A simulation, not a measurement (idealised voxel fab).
process module | voxel self aligned contacts
cross-section cut | 160 nm wide | cells 5 nm
A cross-section is a grid of square cells, given in bands from the top down. A band is one or more rows of cells.
Each band's line starts with the height of the band's top and of its bottom, in nm. Then come its materials from left to right, each with its width in nm. One material with "throughout" fills the band from edge to edge. "air" is empty space.
Height 0 is the level under which the wafer as received is all one material. The lowest band goes on downwards, as in "0 down".
A width such as "30 to 40" changes by the same amount from each row of cells to the next, from the band's top row to its bottom row.
"no change" after a step means that no cell of the cross-section changed.
closed voids: empty space of 8 cells or more with no open way to the top, each as width x height at its distance from the left edge, in nm
after a step's settings: what the simulator itself notes on the step
overlay nm, on a step with a mask: how far to the right of its planned place the mask lay; to the left if negative
plan
1 op RECEIVE | material Si
2 op OXIDIZE | depth nm 5
3 op DIRECTIONAL_DEP | material polySi | thk nm 30
4 op DIRECTIONAL_DEP | material SiN | thk nm 25
5 op DIRECTIONAL_DEP | material aC | thk nm 15
6 op PATTERN | tone cover | mask id GATE | material resist | width nm 25 | pitch nm 65 | thk nm 35 | overlay nm 0
7 op DIRECTIONAL_ETCH | etch materials aC | depth nm 15
8 op STRIP | etch materials resist
9 op DIRECTIONAL_ETCH | etch materials SiN | depth nm 25
10 op DIRECTIONAL_ETCH | etch materials polySi | depth nm 30
11 op STRIP | etch materials aC
12 op CONFORMAL_DEP | material SiN | thk nm 10
13 op DIRECTIONAL_ETCH | etch materials SiN | depth nm 10
14 op FILL_DEP | material SiO2 | thk nm 20
15 op CMP | height nm 65
16 op MASKED_ETCH | tone open | mask id CONTACT | width nm 50 | etch materials SiO2 | depth nm 70 | overlay nm 0
17 op CONFORMAL_DEP | material TiN | thk nm 5
18 op FILL_DEP | material Ru | thk nm 5
19 op CMP | height nm 65
20 op CONFORMAL_DEP | material SiN | thk nm 5
as received, after step 1
  0 down: Si throughout
  closed voids: none
first wafer at the end, as planned
  70 to 65: SiN throughout
  65 to 55: SiO2 55 | TiN 5 to 20 | Ru 40 to 10 | TiN 5 to 20 | SiO2 55
  55 to 30: SiO2 25 | SiN 45 | TiN 5 | Ru 10 | TiN 5 | SiN 45 | SiO2 25
  30 to 0: SiO2 25 | SiN 10 | polySi 25 | SiN 10 | TiN 5 | Ru 10 | TiN 5 | SiN 10 | polySi 25 | SiN 10 | SiO2 25
  0 to -5: SiO2 70 | TiN 20 | SiO2 70
  -5 down: Si throughout
  closed voids: none
second wafer at the end: like start, like plan, one mistake
  70 to 65: SiN throughout
  65 to 55: Ru 50 to 20 | TiN 5 to 35 | SiO2 50 | TiN 5 to 35 | Ru 50 to 20
  55 to 30: Ru 20 | TiN 5 | SiN 45 | SiO2 20 | SiN 45 | TiN 5 | Ru 20
  30 to 0: Ru 20 | TiN 5 | SiN 10 | polySi 25 | SiN 10 | SiO2 20 | SiN 10 | polySi 25 | SiN 10 | TiN 5 | Ru 20
  0 to -5: TiN 25 | SiO2 110 | TiN 25
  -5 down: Si throughout
  closed voids: none
what went wrong: step 16 ran as: op MASKED_ETCH | tone cover | mask id CONTACT | width nm 50 | etch materials SiO2 | depth nm 70 | overlay nm 0
at the end the second wafer has, in cells: 84 more of Ru | 96 fewer of SiO2 | 12 more of TiN
